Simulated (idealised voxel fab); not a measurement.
You're looking at the process module voxel self aligned vias.
Xsec cut, 145 nm wide, square cell size 5 nm.
Cross-section spec: square-cell grid; bands listed top down; each band is one or more rows. Within each band entry, the heights of the top and of the bottom of the band appear first, in that order and in nm; the materials of the band then follow from left to right, each with its corresponding width in nm. The designation "edge to edge" on a single material indicates that it fills the band from edge to edge; the designation "blank" indicates empty space. Height is counted from the level 0, under which the received wafer is composed throughout of one material. The lowest of the bands is not closed at the bottom but continues downward, in the notation "from 0 down". You'd read "30..40" like this: the band's top row of cells is as wide as the first number, its bottom row is as wide as the second, and going down, every row changes width by the same amount as the row before did. "no alterations made" means the step left every cell of the cross-section as it was. Voids not open to the top, 8 cells minimum: see "Enclosed cavities". Written width x height at distance; distance is from the left edge; nm. What comes after the settings on a step's line is commentary from the simulator itself on that step. "overlay nm" answers the question of how far to the right of plan the mask lay on a step that has a mask, and when it is negative the answer is to the left.

**Listed below are the process steps as planned**
1,RECEIVE, material Si
2,CONFORMAL_DEP, material SiO2, thk nm 15
3,CONFORMAL_DEP, material SiCN, thk nm 5
4,DIRECTIONAL_DEP, material lowk, thk nm 25
5,MASKED_ETCH, tone open, mask id LINES, width nm 25, pitch nm 65, etch materials lowk, depth nm 25, overlay nm 0
6,CONFORMAL_DEP, material TiN, thk nm 5
7,FILL_DEP, material Ru, thk nm 5
8,CMP, height nm 45
9,SELECTIVE_ETCH, etch materials W Ru TiN, depth nm 10
10,FILL_DEP, material SiN, thk nm 5
11,CMP, height nm 45
12,DIRECTIONAL_DEP, material lowk, thk nm 20
13,DIRECTIONAL_DEP, material aC, thk nm 15
14,PATTERN, tone open, mask id VIAS, material resist, width nm 45, thk nm 35, overlay nm 0
15,DIRECTIONAL_ETCH, etch materials aC, depth nm 15
16,STRIP, etch materials resist
17,DIRECTIONAL_ETCH, etch materials lowk, depth nm 20
18,DIRECTIONAL_ETCH, etch materials SiN, depth nm 10
19,STRIP, etch materials aC
20,CONFORMAL_DEP, material TiN, thk nm 5
21,FILL_DEP, material W, thk nm 10
22,CMP, height nm 65
23,CONFORMAL_DEP, material SiN, thk nm 5

**This is the cross-section of the wafer as we received it, i.e. after step 1**
    from 0 down | Si edge to edge
    Enclosed cavities: none

**End-of-module cross-section. Starting structure and process plan as above; one mistake made in running it**
    from 70 to 65 | SiN edge to edge
    from 65 to 50 | 15 of lowk  5 of TiN  35 of W  5 of TiN  85 of lowk
    from 50 to 45 | 15 of lowk  15 of TiN  15 of W  15 of TiN  85 of lowk
    from 45 to 40 | 25 of lowk  5 of TiN  15 of W  5 of TiN  40 of lowk  25 of SiN  30 of lowk
    from 40 to 35 | 25 of lowk  25 of TiN  40 of lowk  25 of SiN  30 of lowk
    from 35 to 25 | 25 of lowk  5 of TiN  15 of Ru  5 of TiN  40 of lowk  5 of TiN  15 of Ru  5 of TiN  30 of lowk
    from 25 to 20 | 25 of lowk  25 of TiN  40 of lowk  25 of TiN  30 of lowk
    from 20 to 5 | SiO2 edge to edge
    from 5 to 0 | SiCN edge to edge
    from 0 down | Si edge to edge
    Enclosed cavities: none
Plan not followed: the processing plan was not followed for steps 2 and 3, which were run with their positions exchanged
